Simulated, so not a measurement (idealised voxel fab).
Process module under the name voxel trench capacitor
The cross-section on display is named cut; it measures 300 nm wide, and its cells are 5 nm squares.
Cross-section layout: square cells on a grid; listed as bands, top to bottom; a band spans one or more cell rows.
What a band's entry tells you: where the top is and where the bottom is, as heights in nm, and after that what lies inside, material by material from left to right, each with its width in nm. Empty space is written as the word "blank", and a single material marked with the word "full width" occupies the band from edge to edge.
Note: height 0 marks the level under which the wafer is uniformly one material as received. Lowest band unbounded below, written "from 0 down".
Width: "30..40" (first number = top row, second number = bottom row, same change from row to row of cells).
Step note "no alteration" = no cross-section cell changed.
The list in "Closed cavity list" covers empty spaces of 8 cells or more that cannot reach the top through any open way, and it gives each as width x height at distance; the distance is from the left edge, and width, height and distance are in nm.
It should be noted that, on the line of a given step, the content following the step's settings is a remark produced by the simulator itself with respect to that step.
"overlay nm", when on a step's line for a step with a mask, measures how far to the right of its planned place the mask lay; a negative measure means to the left.
### Below is the list of planned process steps
1: RECEIVE, material Si
2: CONFORMAL_DEP, material SiN, thk nm 10
3: PATTERN, tone open, mask id TRENCH, material resist, width nm 30, pitch nm 60, thk nm 15, overlay nm 0
4: DIRECTIONAL_ETCH, etch materials SiN, depth nm 10
5: DIRECTIONAL_ETCH, etch materials Si, depth nm 30
6: STRIP, etch materials resist
7: CONFORMAL_DEP, material HfO2, thk nm 5
8: CONFORMAL_DEP, material TiN, thk nm 5
9: FILL_DEP, material W, thk nm 10
10: CMP, height nm 10
### As-received state of the wafer in cross-section, equivalent to post-step 1
    from 0 down | Si full width
    Closed cavity list: none
### first wafer at the end, as planned
    from 10 to 0 | SiN 45 nm | HfO2 5 nm | TiN 5 nm | W 10 nm | TiN 5 nm | HfO2 5 nm | SiN 30 nm | HfO2 5 nm | TiN 5 nm | W 10 nm | TiN 5 nm | HfO2 5 nm | SiN 30 nm | HfO2 5 nm | TiN 5 nm | W 10 nm | TiN 5 nm | HfO2 5 nm | SiN 30 nm | HfO2 5 nm | TiN 5 nm | W 10 nm | TiN 5 nm | HfO2 5 nm | SiN 45 nm
    from 0 to -20 | Si 45 nm | HfO2 5 nm | TiN 5 nm | W 10 nm | TiN 5 nm | HfO2 5 nm | Si 30 nm | HfO2 5 nm | TiN 5 nm | W 10 nm | TiN 5 nm | HfO2 5 nm | Si 30 nm | HfO2 5 nm | TiN 5 nm | W 10 nm | TiN 5 nm | HfO2 5 nm | Si 30 nm | HfO2 5 nm | TiN 5 nm | W 10 nm | TiN 5 nm | HfO2 5 nm | Si 45 nm
    from -20 to -25 | Si 45 nm | HfO2 5 nm | TiN 20 nm | HfO2 5 nm | Si 30 nm | HfO2 5 nm | TiN 20 nm | HfO2 5 nm | Si 30 nm | HfO2 5 nm | TiN 20 nm | HfO2 5 nm | Si 30 nm | HfO2 5 nm | TiN 20 nm | HfO2 5 nm | Si 45 nm
    from -25 to -30 | Si 45 nm | HfO2 30 nm | Si 30 nm | HfO2 30 nm | Si 30 nm | HfO2 30 nm | Si 30 nm | HfO2 30 nm | Si 45 nm
    from -30 down | Si full width
    Closed cavity list: none
### Here is the second of the two wafers cut open at the end of the module - same start, same plan as the first one, but we made one mistake running it
    from 10 to 0 | SiN 55 nm | HfO2 5 nm | TiN 5 nm | W 10 nm | TiN 5 nm | HfO2 5 nm | SiN 30 nm | HfO2 5 nm | TiN 5 nm | W 10 nm | TiN 5 nm | HfO2 5 nm | SiN 30 nm | HfO2 5 nm | TiN 5 nm | W 10 nm | TiN 5 nm | HfO2 5 nm | SiN 30 nm | HfO2 5 nm | TiN 5 nm | W 10 nm | TiN 5 nm | HfO2 5 nm | SiN 35 nm
    from 0 to -20 | Si 55 nm | HfO2 5 nm | TiN 5 nm | W 10 nm | TiN 5 nm | HfO2 5 nm | Si 30 nm | HfO2 5 nm | TiN 5 nm | W 10 nm | TiN 5 nm | HfO2 5 nm | Si 30 nm | HfO2 5 nm | TiN 5 nm | W 10 nm | TiN 5 nm | HfO2 5 nm | Si 30 nm | HfO2 5 nm | TiN 5 nm | W 10 nm | TiN 5 nm | HfO2 5 nm | Si 35 nm
    from -20 to -25 | Si 55 nm | HfO2 5 nm | TiN 20 nm | HfO2 5 nm | Si 30 nm | HfO2 5 nm | TiN 20 nm | HfO2 5 nm | Si 30 nm | HfO2 5 nm | TiN 20 nm | HfO2 5 nm | Si 30 nm | HfO2 5 nm | TiN 20 nm | HfO2 5 nm | Si 35 nm
    from -25 to -30 | Si 55 nm | HfO2 30 nm | Si 30 nm | HfO2 30 nm | Si 30 nm | HfO2 30 nm | Si 30 nm | HfO2 30 nm | Si 35 nm
    from -30 down | Si full width
    Closed cavity list: none
what went wrong: step 3 went in with a setting other than planned; the actual run was PATTERN, tone open, mask id TRENCH, material resist, width nm 30, pitch nm 60, thk nm 15, overlay nm 10
The concluding comparison shows that, measured in cells, each material is equally abundant on both wafers, albeit at different positions.
